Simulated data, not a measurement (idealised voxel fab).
This is a process module. Its name is voxel self aligned contacts.
Cross-sectional view cut (width: 160 nm; square cell size: 5 nm).
A cross-section is written here as square cells arranged in a grid, and it is given in bands from the top down, each band taking up one or more rows of cells.
Top height, bottom height, nm. Materials left to right, width each, nm. Single material + "edge to edge" = fills band edge to edge. "air" = empty.
Heights are reckoned from 0. Under this level, the received wafer is all of one material. The bottommost band is open-ended downward, for example "top 0, no bottom".
The two numbers in a width such as "30->40" mark its ends across the band: the first belongs to the top row of cells, the second to the bottom row, and from each row to the next the width moves by the same amount.
What does "nothing was modified" mean for a step? It means no cell of the cross-section changed in that step.
You'll see "Closed void register" listing empty spaces that have no way open to the top, as long as they're 8 cells or more; the notation is width x height at distance, where the distance is from the left edge, and all of it is in nm.
Anything after a step's settings on that line? It's the simulator's own note about the step.
For masked steps, "overlay nm" on the step line gives how far right of plan the mask actually lay; a minus sign means it lay to the left.

-- This section lists the process steps that were planned
1. RECEIVE with material Si
2. CONFORMAL_DEP with material SiO2, thk nm 5
3. DIRECTIONAL_DEP with material polySi, thk nm 20
4. DIRECTIONAL_DEP with material SiN, thk nm 15
5. DIRECTIONAL_DEP with material aC, thk nm 15
6. PATTERN with tone cover, mask id GATE, material resist, width nm 20, pitch nm 65, thk nm 30, overlay nm 0
7. DIRECTIONAL_ETCH with etch materials aC, depth nm 15
8. STRIP with etch materials resist
9. DIRECTIONAL_ETCH with etch materials SiN, depth nm 15
10. DIRECTIONAL_ETCH with etch materials polySi, depth nm 20
11. STRIP with etch materials aC
12. CONFORMAL_DEP with material SiN, thk nm 5
13. DIRECTIONAL_ETCH with etch materials SiN, depth nm 5
14. FILL_DEP with material SiO2, thk nm 15
15. CMP with height nm 45
16. DIRECTIONAL_DEP with material aC, thk nm 15
17. PATTERN with tone open, mask id CONTACT, material resist, width nm 45, thk nm 30, overlay nm 0
18. DIRECTIONAL_ETCH with etch materials aC, depth nm 15
19. STRIP with etch materials resist
20. DIRECTIONAL_ETCH with etch materials SiO2, depth nm 45
21. STRIP with etch materials aC
22. CONFORMAL_DEP with material TiN, thk nm 5
23. FILL_DEP with material W, thk nm 10
24. CMP with height nm 45
25. CONFORMAL_DEP with material SiCN, thk nm 5
The wafers in this document start out alike and differ in the width nm applied at step 6; the plan shows the value used for the first wafer.

-- Cut through the first of several wafers as received, post step 1
- top 0, no bottom | Si edge to edge
- Closed void register: none

-- End of the module, past its last step, step 25: how the first of several wafers looks in cross-section
- top 50, bottom 45 | SiCN edge to edge
- top 45, bottom 40 | 55 nm SiO2, 10 nm TiN, 25 nm W, 10 nm TiN, 60 nm SiO2
- top 40, bottom 25 | 30 nm SiO2, 30 nm SiN, 5 nm TiN, 25 nm W, 5 nm TiN, 30 nm SiN, 35 nm SiO2
- top 25, bottom 5 | 30 nm SiO2, 5 nm SiN, 20 nm polySi, 5 nm SiN, 5 nm TiN, 25 nm W, 5 nm TiN, 5 nm SiN, 20 nm polySi, 5 nm SiN, 35 nm SiO2
- top 5, bottom 0 | 60 nm SiO2, 35 nm TiN, 65 nm SiO2
- top 0, no bottom | Si edge to edge
- Closed void register: none

-- Cross-section of the final wafer among several, taken at the end of the module
- top 50, bottom 45 | SiCN edge to edge
- top 45, bottom 40 | 55 nm SiO2, 45 nm TiN, 60 nm SiO2
- top 40, bottom 25 | 20 nm SiO2, 55 nm SiN, 10 nm TiN, 55 nm SiN, 20 nm SiO2
- top 25, bottom 5 | 20 nm SiO2, 5 nm SiN, 45 nm polySi, 5 nm SiN, 10 nm TiN, 5 nm SiN, 45 nm polySi, 5 nm SiN, 20 nm SiO2
- top 5, bottom 0 | 75 nm SiO2, 10 nm TiN, 75 nm SiO2
- top 0, no bottom | Si edge to edge
- Closed void register: none

-- End of module, by wafer: material-by-material cell gain (+) or loss (-) since receipt, then closed voids
width nm 20 | +32 SiCN | +52 SiN | +139 SiO2 | +25 TiN | +40 W | +32 polySi | Closed void register: none
width nm 25 | +32 SiCN | +58 SiN | +133 SiO2 | +25 TiN | +32 W | +40 polySi | Closed void register: none
width nm 30 | +32 SiCN | +64 SiN | +127 SiO2 | +25 TiN | +24 W | +48 polySi | Closed void register: none
width nm 35 | +32 SiCN | +70 SiN | +121 SiO2 | +25 TiN | +16 W | +56 polySi | Closed void register: none
width nm 40 | +32 SiCN | +76 SiN | +115 SiO2 | +25 TiN | +8 W | +64 polySi | Closed void register: none
width nm 45 | +32 SiCN | +82 SiN | +109 SiO2 | +25 TiN | +72 polySi | Closed void register: none
